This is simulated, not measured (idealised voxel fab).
The process module presented herein is designated voxel released beams.
Cross-section cut: width 245 nm, square cells of 5 nm.
We lay out every cross-section as a grid of square cells and spell it out in bands from the top down, where one band means one or more rows of cells.
Quick guide to a band line: top height, bottom height (nm) up front; then every material left to right with its width in nm. Only one material and it's marked "full width"? Then it fills the band edge to edge. And "blank" just means empty space.
Zero point of the height axis is 0; under it, received wafer = one material. Lowest band: continues down indefinitely, "0 and below".
Per-row width for "30..40": begins at first number (top row of band), ends at second number (bottom row), increment between rows held constant.
Reading "no modification" for a step: not a cell of the cross-section changed in it.
This entry, "Unvented internal voids", enumerates those empty regions of no fewer than 8 cells that possess no open connection to the top. Each region is reported in the form width x height at distance, the distance being taken from the left edge, with all three quantities expressed in nm.
That trailing text on a step's line, after the settings, is the simulator's own remark on the step.
The line of a step may include "overlay nm". On a step with a mask, this value is how far to the right of its planned place the mask lay. A negative value means the mask lay to the left.

Planned process steps:
1) RECEIVE [material Si]
2) CONFORMAL_DEP [material SiN] [thk nm 5]
3) DIRECTIONAL_DEP [material SiO2] [thk nm 20]
4) MASKED_ETCH [tone open] [mask id ANCHOR] [width nm 25] [etch materials SiO2] [depth nm 20] [overlay nm 0]
5) CONFORMAL_DEP [material TiN] [thk nm 10]
6) DIRECTIONAL_DEP [material aC] [thk nm 15]
7) PATTERN [tone cover] [mask id BEAM] [material resist] [width nm 100] [thk nm 30] [overlay nm 0]
8) DIRECTIONAL_ETCH [etch materials aC] [depth nm 15]
9) STRIP [etch materials resist]
10) DIRECTIONAL_ETCH [etch materials TiN] [depth nm 10]
11) STRIP [etch materials aC]
12) STRIP [etch materials SiO2]

First out of two wafers; run went to plan:

Cross-section: wafer on arrival = after step 1:
	0 and below: Si full width
	Unvented internal voids: none

How the wafer stands in section after step 2:
	5 down to 0: SiN full width
	For the remainder of the cross-section, below 0, there is no change.

How the wafer stands in section after step 3:
	25 down to 5: SiO2 full width
	For the remainder of the cross-section, below 5, there is no change.

How the wafer stands in section after step 4:
	25 down to 5: 75 of SiO2, 25 of blank, 145 of SiO2
	For the remainder of the cross-section, below 5, there is no change.

How the wafer stands in section after step 5:
	35 down to 25: 85 of TiN, 5 of blank, 155 of TiN
	25 down to 15: 75 of SiO2, 10 of TiN, 5 of blank, 10 of TiN, 145 of SiO2
	15 down to 5: 75 of SiO2, 25 of TiN, 145 of SiO2
	For the remainder of the cross-section, below 5, there is no change.

How the wafer stands in section after step 6:
	50 down to 35: 85 of aC, 5 of blank, 155 of aC
	35 down to 30: 85 of TiN, 5 of blank, 155 of TiN
	30 down to 25: 85 of TiN, 5 of aC, 155 of TiN
	25 down to 15: 75 of SiO2, 10 of TiN, 5 of aC, 10 of TiN, 145 of SiO2
	For the remainder of the cross-section, below 15, there is no change.

How the wafer stands in section after step 7:
	80 down to 50: 70 of blank, 100 of resist, 75 of blank
	50 down to 35: 85 of aC, 5 of resist, 155 of aC
	35 down to 30: 85 of TiN, 5 of resist, 155 of TiN
	For the remainder of the cross-section, below 30, there is no change.

How the wafer stands in section after step 8:
	65 down to 50: 70 of blank, 100 of resist, 75 of blank
	50 down to 35: 70 of blank, 15 of aC, 5 of resist, 80 of aC, 75 of blank
	For the remainder of the cross-section, below 35, there is no change.

How the wafer stands in section after step 9:
	50 down to 35: 70 of blank, 15 of aC, 5 of blank, 80 of aC, 75 of blank
	35 down to 30: 85 of TiN, 5 of blank, 155 of TiN
	For the remainder of the cross-section, below 30, there is no change.

How the wafer stands in section after step 10:
	50 down to 35: 70 of blank, 15 of aC, 5 of blank, 80 of aC, 75 of blank
	35 down to 30: 70 of blank, 15 of TiN, 5 of blank, 80 of TiN, 75 of blank
	30 down to 25: 70 of blank, 15 of TiN, 5 of aC, 80 of TiN, 75 of blank
	For the remainder of the cross-section, below 25, there is no change.

How the wafer stands in section after step 11:
	35 down to 25: 70 of blank, 15 of TiN, 5 of blank, 80 of TiN, 75 of blank
	25 down to 15: 75 of SiO2, 10 of TiN, 5 of blank, 10 of TiN, 145 of SiO2
	For the remainder of the cross-section, below 15, there is no change.

How the wafer stands in section after step 12:
	35 down to 25: 70 of blank, 15 of TiN, 5 of blank, 80 of TiN, 75 of blank
	25 down to 15: 75 of blank, 10 of TiN, 5 of blank, 10 of TiN, 145 of blank
	15 down to 5: 75 of blank, 25 of TiN, 145 of blank
	For the remainder of the cross-section, below 5, there is no change.

The second wafer was prepared from the same starting point and under the same plan as the first; its processing contained one mistake, and it remains indistinguishable from the first wafer up to and including step 1:

Cross-sectional representation of the second wafer at the time designated in the plan for the completion of step 2:
	20 down to 0: SiO2 full width
	For the remainder of the cross-section, below 0, there is no change.

Cross-sectional representation of the second wafer at the time designated in the plan for the completion of step 3:
	25 down to 20: SiN full width
	For the remainder of the cross-section, below 20, there is no change.

Cross-sectional representation of the second wafer at the time designated in the plan for the completion of step 4: no modification

Cross-sectional representation of the second wafer at the time designated in the plan for the completion of step 5:
	35 down to 25: TiN full width
	For the remainder of the cross-section, below 25, there is no change.

Cross-sectional representation of the second wafer at the time designated in the plan for the completion of step 6:
	50 down to 35: aC full width
	For the remainder of the cross-section, below 35, there is no change.

Cross-sectional representation of the second wafer at the time designated in the plan for the completion of step 7:
	80 down to 50: 70 of blank, 100 of resist, 75 of blank
	For the remainder of the cross-section, below 50, there is no change.

Cross-sectional representation of the second wafer at the time designated in the plan for the completion of step 8:
	65 down to 50: 70 of blank, 100 of resist, 75 of blank
	50 down to 35: 70 of blank, 100 of aC, 75 of blank
	For the remainder of the cross-section, below 35, there is no change.

Cross-sectional representation of the second wafer at the time designated in the plan for the completion of step 9:
	50 down to 35: 70 of blank, 100 of aC, 75 of blank
	For the remainder of the cross-section, below 35, there is no change.

Cross-sectional representation of the second wafer at the time designated in the plan for the completion of step 10:
	50 down to 35: 70 of blank, 100 of aC, 75 of blank
	35 down to 25: 70 of blank, 100 of TiN, 75 of blank
	For the remainder of the cross-section, below 25, there is no change.

Cross-sectional representation of the second wafer at the time designated in the plan for the completion of step 11:
	35 down to 25: 70 of blank, 100 of TiN, 75 of blank
	For the remainder of the cross-section, below 25, there is no change.

Cross-sectional representation of the second wafer at the time designated in the plan for the completion of step 12: no modification
It is concluded that the wafer was processed incorrectly with respect to the plan, in that plan vs actual: 2 and 3 interchanged
At the finish, the second wafer shows more or fewer cells for some materials than the first does: SiO2 +196 | TiN -16
